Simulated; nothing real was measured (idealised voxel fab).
Process module name: voxel capacitor over wiring
Each square cell in cross-section cut measures 5 nm, and the section as a whole is 160 nm wide.
Each cross-section below is a grid of square cells, stated as bands in top-down order, with one or more rows of cells making up each band. Quick guide to a band line: top height, bottom height (nm) up front; then every material left to right with its width in nm. Only one material and it's marked "everywhere"? Then it fills the band edge to edge. And "blank" just means empty space. Beneath 0, the wafer as received is one material, and that level is where height counting begins. The lowest band goes on downward without a bottom; it is written like "0 down". Read "30..40" as a graded width: first number on top, second number at the bottom, same change between each pair of neighbouring rows. A step reported as "left unchanged" is a step in which no cell of the cross-section changed. The entry "Unvented cavities" lists the empty spaces that cover at least 8 cells and have no open path to the top. Each is written as width x height at distance, where the distance is measured from the left edge and all three values are in nm. On each step's line, the part that comes after the settings is the simulator's own comment on the step. The line of a step may include "overlay nm". On a step with a mask, this value is how far to the right of its planned place the mask lay. A negative value means the mask lay to the left.
Process steps - plan:
1) op RECEIVE | material Si
2) op CONFORMAL_DEP | material SiO2 | thk nm 10
3) op DIRECTIONAL_DEP | material TiN | thk nm 5
4) op DIRECTIONAL_DEP | material Ru | thk nm 15
5) op MASKED_ETCH | tone cover | mask id METAL_1 | width nm 20 | pitch nm 90 | etch materials Ru | depth nm 15 | overlay nm 0
6) op MASKED_ETCH | tone cover | mask id METAL_1 | width nm 15 | pitch nm 90 | etch materials TiN | depth nm 5 | overlay nm 0
7) op CONFORMAL_DEP | material SiN | thk nm 5
8) op FILL_DEP | material lowk | thk nm 5
9) op CMP | height nm 30
10) op CONFORMAL_DEP | material SiCN | thk nm 5
11) op DIRECTIONAL_DEP | material lowk | thk nm 20
12) op DIRECTIONAL_DEP | material aC | thk nm 10
13) op PATTERN | tone open | mask id PLUG_1 | material resist | width nm 15 | thk nm 25 | overlay nm 0
14) op DIRECTIONAL_ETCH | etch materials aC | depth nm 10
15) op STRIP | etch materials resist
16) op DIRECTIONAL_ETCH | etch materials lowk | depth nm 20
17) op DIRECTIONAL_ETCH | etch materials SiCN | depth nm 5
18) op STRIP | etch materials aC
19) op EPI | material Ru | thk nm 10
20) op EPI | material Ru | thk nm 10
21) op EPI | material Ru | thk nm 5
22) op DIRECTIONAL_DEP | material TiN | thk nm 10
23) op DIRECTIONAL_DEP | material Al2O3 | thk nm 5
24) op DIRECTIONAL_DEP | material TiN | thk nm 10
25) op MASKED_ETCH | tone cover | mask id UPPER_PLATE | width nm 75 | etch materials TiN | depth nm 10 | overlay nm 0
26) op MASKED_ETCH | tone cover | mask id UPPER_PLATE | width nm 75 | etch materials Al2O3 | depth nm 5 | overlay nm 0
27) op DIRECTIONAL_DEP | material aC | thk nm 15
28) op PATTERN | tone cover | mask id LOWER_PLATE | material resist | width nm 85 | thk nm 35 | overlay nm 0
29) op DIRECTIONAL_ETCH | etch materials aC | depth nm 15
30) op STRIP | etch materials resist
31) op DIRECTIONAL_ETCH | etch materials TiN | depth nm 10
32) op STRIP | etch materials aC
33) op FILL_DEP | material SiO2 | thk nm 20
34) op CMP | height nm 95
35) op PATTERN | tone open | mask id PLUG_2 | material resist | width nm 15 | thk nm 20 | overlay nm 0
36) op DIRECTIONAL_ETCH | etch materials SiO2 | depth nm 15
37) op STRIP | etch materials resist
38) op CONFORMAL_DEP | material TiN | thk nm 5
39) op FILL_DEP | material Cu | thk nm 5
40) op CMP | height nm 95
41) op CONFORMAL_DEP | material SiCN | thk nm 5
The value of width nm given for step 6 in the plan refers to the first wafer; the wafers vary in this setting and are alike at the start.
The first of several wafers, as received after step 1, seen in section:
- 0 down: Si everywhere
- Unvented cavities: none
End of the module, past its last step, step 41: how the first of several wafers looks in cross-section:
- 100 to 95: SiCN everywhere
- 95 to 85: SiO2 40 nm; TiN 5 nm; Cu 5 nm; TiN 5 nm; SiO2 105 nm
- 85 to 80: SiO2 40 nm; TiN 15 nm; SiO2 105 nm
- 80 to 70: SiO2 30 nm; TiN 75 nm; SiO2 55 nm
- 70 to 65: SiO2 30 nm; Al2O3 75 nm; SiO2 55 nm
- 65 to 55: SiO2 25 nm; TiN 85 nm; SiO2 50 nm
- 55 to 35: lowk 30 nm; Ru 15 nm; lowk 115 nm
- 35 to 30: SiCN 30 nm; Ru 15 nm; SiCN 115 nm
- 30 to 15: lowk 20 nm; SiN 5 nm; Ru 20 nm; SiN 5 nm; lowk 60 nm; SiN 5 nm; Ru 20 nm; SiN 5 nm; lowk 20 nm
- 15 to 10: SiN 25 nm; TiN 20 nm; SiN 70 nm; TiN 20 nm; SiN 25 nm
- 10 to 0: SiO2 everywhere
- 0 down: Si everywhere
- Unvented cavities: none
Cross-section at module completion, last wafer:
- 100 to 95: SiCN everywhere
- 95 to 85: SiO2 40 nm; TiN 5 nm; Cu 5 nm; TiN 5 nm; SiO2 105 nm
- 85 to 80: SiO2 40 nm; TiN 15 nm; SiO2 105 nm
- 80 to 70: SiO2 30 nm; TiN 75 nm; SiO2 55 nm
- 70 to 65: SiO2 30 nm; Al2O3 75 nm; SiO2 55 nm
- 65 to 55: SiO2 25 nm; TiN 85 nm; SiO2 50 nm
- 55 to 35: lowk 30 nm; Ru 15 nm; lowk 115 nm
- 35 to 30: SiCN 30 nm; Ru 15 nm; SiCN 115 nm
- 30 to 20: lowk 20 nm; SiN 5 nm; Ru 20 nm; SiN 5 nm; lowk 60 nm; SiN 5 nm; Ru 20 nm; SiN 5 nm; lowk 20 nm
- 20 to 15: lowk 15 nm; SiN 10 nm; Ru 20 nm; SiN 15 nm; lowk 45 nm; SiN 10 nm; Ru 20 nm; SiN 15 nm; lowk 10 nm
- 15 to 10: SiN 20 nm; TiN 35 nm; SiN 55 nm; TiN 35 nm; SiN 15 nm
- 10 to 0: SiO2 everywhere
- 0 down: Si everywhere
- Unvented cavities: none
Tabulated below, wafer by wafer, are the end-of-module results: for each material, the number of cells gained (+) or lost (-) relative to the as-received state, followed by the closed voids:
width nm 15, +15 Al2O3, +2 Cu, +39 Ru, +61 SiCN, +36 SiN, +232 SiO2, +79 TiN, +176 lowk, Unvented cavities: none
width nm 20, +15 Al2O3, +2 Cu, +39 Ru, +61 SiCN, +36 SiN, +232 SiO2, +79 TiN, +176 lowk, Unvented cavities: none
width nm 25, +15 Al2O3, +2 Cu, +39 Ru, +61 SiCN, +36 SiN, +232 SiO2, +81 TiN, +174 lowk, Unvented cavities: none
width nm 30, +15 Al2O3, +2 Cu, +39 Ru, +61 SiCN, +36 SiN, +232 SiO2, +83 TiN, +172 lowk, Unvented cavities: none
width nm 35, +15 Al2O3, +2 Cu, +39 Ru, +61 SiCN, +36 SiN, +232 SiO2, +85 TiN, +170 lowk, Unvented cavities: none
